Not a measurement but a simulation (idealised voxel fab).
process module | voxel transistor to metal
cross-section cut | 145 nm wide | cells 5 nm
A cross-section is a grid of square cells, given in bands from the top down. A band is one or more rows of cells.
Each band's line starts with the height of the band's top and of its bottom, in nm. Then come its materials from left to right, each with its width in nm. One material with "throughout" fills the band from edge to edge. "air" is empty space.
Height 0 is the level under which the wafer as received is all one material. The lowest band goes on downwards, as in "0 down".
A width such as "30 to 40" changes by the same amount from each row of cells to the next, from the band's top row to its bottom row.
"no change" after a step means that no cell of the cross-section changed.
closed voids: empty space of 8 cells or more with no open way to the top, each as width x height at its distance from the left edge, in nm
after a step's settings: what the simulator itself notes on the step
overlay nm, on a step with a mask: how far to the right of its planned place the mask lay; to the left if negative
plan
1 op RECEIVE | material Si
2 op CONFORMAL_DEP | material SiO2 | thk nm 5
3 op CONFORMAL_DEP | material SiN | thk nm 15
4 op DIRECTIONAL_DEP | material aC | thk nm 10
5 op PATTERN | tone cover | mask id ACTIVE | material resist | width nm 100 | thk nm 25 | overlay nm 0
6 op DIRECTIONAL_ETCH | etch materials aC | depth nm 10
7 op STRIP | etch materials resist
8 op DIRECTIONAL_ETCH | etch materials SiN | depth nm 15
9 op DIRECTIONAL_ETCH | etch materials SiO2 | depth nm 5
10 op DIRECTIONAL_ETCH | etch materials Si | depth nm 20
11 op STRIP | etch materials aC
12 op FILL_DEP | material SiO2 | thk nm 15
13 op CMP | height nm 20
14 op SELECTIVE_ETCH | etch materials SiO2 | depth nm 15
15 op STRIP | etch materials SiN
16 op SELECTIVE_ETCH | etch materials SiO2 | depth nm 5
17 op OXIDIZE | depth nm 5
18 op DIRECTIONAL_DEP | material polySi | thk nm 25
19 op DIRECTIONAL_DEP | material SiCN | thk nm 10
20 op MASKED_ETCH | tone cover | mask id GATE | width nm 20 | etch materials SiCN | depth nm 20 | overlay nm 0
21 op MASKED_ETCH | tone cover | mask id GATE | width nm 20 | etch materials polySi | depth nm 35 | overlay nm 0
22 op CONFORMAL_DEP | material SiO2 | thk nm 5
23 op DIRECTIONAL_ETCH | etch materials SiO2 | depth nm 5
24 op CONFORMAL_DEP | material SiN | thk nm 10
25 op DIRECTIONAL_ETCH | etch materials SiN | depth nm 10
26 op DIRECTIONAL_ETCH | etch materials SiO2 | depth nm 5
27 op DIRECTIONAL_ETCH | etch materials Si | depth nm 5
28 op EPI | material pSi | thk nm 10
29 op FILL_DEP | material SiO2 | thk nm 10
30 op CMP | height nm 35
31 op DIRECTIONAL_DEP | material SiO2 | thk nm 15
32 op MASKED_ETCH | tone open | mask id CONTACT | width nm 20 | pitch nm 70 | etch materials SiO2 | depth nm 50 | overlay nm 0
33 op CONFORMAL_DEP | material TiN | thk nm 5
34 op FILL_DEP | material W | thk nm 10
35 op CMP | height nm 50
36 op CONFORMAL_DEP | material SiN | thk nm 5
37 op DIRECTIONAL_DEP | material lowk | thk nm 15
38 op MASKED_ETCH | tone open | mask id METAL_1 | width nm 20 | pitch nm 70 | etch materials lowk | depth nm 15 | overlay nm 0
39 op MASKED_ETCH | tone open | mask id METAL_1 | width nm 20 | pitch nm 70 | etch materials SiN | depth nm 5 | overlay nm 0
40 op CONFORMAL_DEP | material TiN | thk nm 5
41 op FILL_DEP | material Cu | thk nm 10
42 op CMP | height nm 70
43 op CONFORMAL_DEP | material SiCN | thk nm 5
44 op DIRECTIONAL_DEP | material lowk | thk nm 30
45 op DIRECTIONAL_DEP | material aC | thk nm 10
46 op PATTERN | tone open | mask id METAL_2 | material resist | width nm 20 | pitch nm 70 | thk nm 30 | overlay nm 0
47 op DIRECTIONAL_ETCH | etch materials aC | depth nm 10
48 op STRIP | etch materials resist
49 op DIRECTIONAL_ETCH | etch materials lowk | depth nm 15
50 op STRIP | etch materials aC
51 op DIRECTIONAL_DEP | material aC | thk nm 10
52 op PATTERN | tone open | mask id METAL_2_HOLES | material resist | width nm 15 | pitch nm 70 | thk nm 30 | overlay nm 0
53 op DIRECTIONAL_ETCH | etch materials aC | depth nm 10
54 op STRIP | etch materials resist
55 op DIRECTIONAL_ETCH | etch materials lowk | depth nm 15
56 op DIRECTIONAL_ETCH | etch materials SiCN | depth nm 5
57 op STRIP | etch materials aC
58 op CONFORMAL_DEP | material TiN | thk nm 5
59 op FILL_DEP | material Ru | thk nm 10
60 op CMP | height nm 105
61 op CONFORMAL_DEP | material SiCN | thk nm 5
as received, after step 1
  0 down: Si throughout
  closed voids: none
first wafer at the end, as planned
  110 to 105: SiCN throughout
  105 to 95: lowk 25 | TiN 5 | Ru 10 | TiN 5 | lowk 50 | TiN 5 | Ru 10 | TiN 5 | lowk 30
  95 to 90: lowk 25 | TiN 5 | Ru 5 | TiN 10 | lowk 50 | TiN 5 | Ru 5 | TiN 10 | lowk 30
  90 to 75: lowk 25 | TiN 5 | Ru 5 | TiN 5 | lowk 55 | TiN 5 | Ru 5 | TiN 5 | lowk 35
  75 to 70: SiCN 25 | TiN 15 | SiCN 55 | TiN 15 | SiCN 35
  70 to 55: lowk 25 | TiN 5 | Cu 10 | TiN 5 | lowk 50 | TiN 5 | Cu 10 | TiN 5 | lowk 30
  55 to 50: SiN 25 | TiN 20 | SiN 50 | TiN 20 | SiN 30
  50 to 35: SiO2 25 | TiN 5 | W 10 | TiN 5 | SiO2 50 | TiN 5 | W 10 | TiN 5 | SiO2 30
  35 to 25: SiO2 25 | TiN 5 | W 10 | TiN 5 | SiN 10 | SiO2 5 | SiCN 20 | SiO2 5 | SiN 10 | TiN 5 | W 10 | TiN 5 | SiO2 30
  25 to 10: SiO2 25 | TiN 5 | W 10 | TiN 5 | SiN 10 | SiO2 5 | polySi 20 | SiO2 5 | SiN 10 | TiN 5 | W 10 | TiN 5 | SiO2 30
  10 to 5: SiO2 25 | TiN 20 | SiN 10 | SiO2 5 | polySi 20 | SiO2 5 | SiN 10 | TiN 20 | SiO2 30
  5 to 0: SiO2 25 | TiN 10 | pSi 10 | SiN 10 | SiO2 5 | polySi 20 | SiO2 5 | SiN 10 | pSi 10 | TiN 10 | SiO2 30
  0 to -5: SiO2 15 | pSi 30 | SiO2 50 | pSi 30 | SiO2 20
  -5 to -10: SiO2 20 | pSi 25 | Si 50 | pSi 25 | SiO2 25
  -10 to -20: SiO2 20 | Si 100 | SiO2 25
  -20 down: Si throughout
  closed voids: none
second wafer at the end: like start, like plan, one mistake
  110 to 105: SiCN throughout
  105 to 95: lowk 25 | TiN 5 | Ru 10 | TiN 5 | lowk 50 | TiN 5 | Ru 10 | TiN 5 | lowk 30
  95 to 90: lowk 25 | TiN 5 | Ru 5 | TiN 10 | lowk 50 | TiN 5 | Ru 5 | TiN 10 | lowk 30
  90 to 75: lowk 25 | TiN 5 | Ru 5 | TiN 5 | lowk 55 | TiN 5 | Ru 5 | TiN 5 | lowk 35
  75 to 70: SiCN 25 | TiN 15 | SiCN 55 | TiN 15 | SiCN 35
  70 to 55: lowk 25 | TiN 5 | Cu 10 | TiN 5 | lowk 50 | TiN 5 | Cu 10 | TiN 5 | lowk 30
  55 to 50: SiN 25 | TiN 20 | SiN 50 | TiN 20 | SiN 30
  50 to 40: SiO2 25 | TiN 5 | W 15 | TiN 5 | SiO2 45 | TiN 5 | W 15 | TiN 5 | SiO2 25
  40 to 35: SiO2 25 | TiN 5 | W 10 | TiN 10 | SiO2 45 | TiN 5 | W 15 | TiN 5 | SiO2 25
  35 to 25: SiO2 25 | TiN 5 | W 10 | TiN 5 | SiN 10 | SiO2 5 | SiCN 20 | SiO2 5 | SiN 10 | TiN 5 | W 15 | TiN 5 | SiO2 25
  25 to 10: SiO2 25 | TiN 5 | W 10 | TiN 5 | SiN 10 | SiO2 5 | polySi 20 | SiO2 5 | SiN 10 | TiN 5 | W 15 | TiN 5 | SiO2 25
  10 to 5: SiO2 25 | TiN 20 | SiN 10 | SiO2 5 | polySi 20 | SiO2 5 | SiN 10 | TiN 15 | W 5 | TiN 5 | SiO2 25
  5 to 0: SiO2 25 | TiN 10 | pSi 10 | SiN 10 | SiO2 5 | polySi 20 | SiO2 5 | SiN 10 | pSi 10 | TiN 15 | SiO2 25
  0 to -5: SiO2 15 | pSi 30 | SiO2 50 | pSi 30 | SiO2 20
  -5 to -10: SiO2 20 | pSi 25 | Si 50 | pSi 25 | SiO2 25
  -10 to -20: SiO2 20 | Si 100 | SiO2 25
  -20 down: Si throughout
  closed voids: none
what went wrong: step 32 ran as: op MASKED_ETCH | tone open | mask id CONTACT | width nm 25 | pitch nm 70 | etch materials SiO2 | depth nm 50 | overlay nm 0
at the end the second wafer has, in cells: 13 fewer of SiO2 | 2 more of TiN | 11 more of W
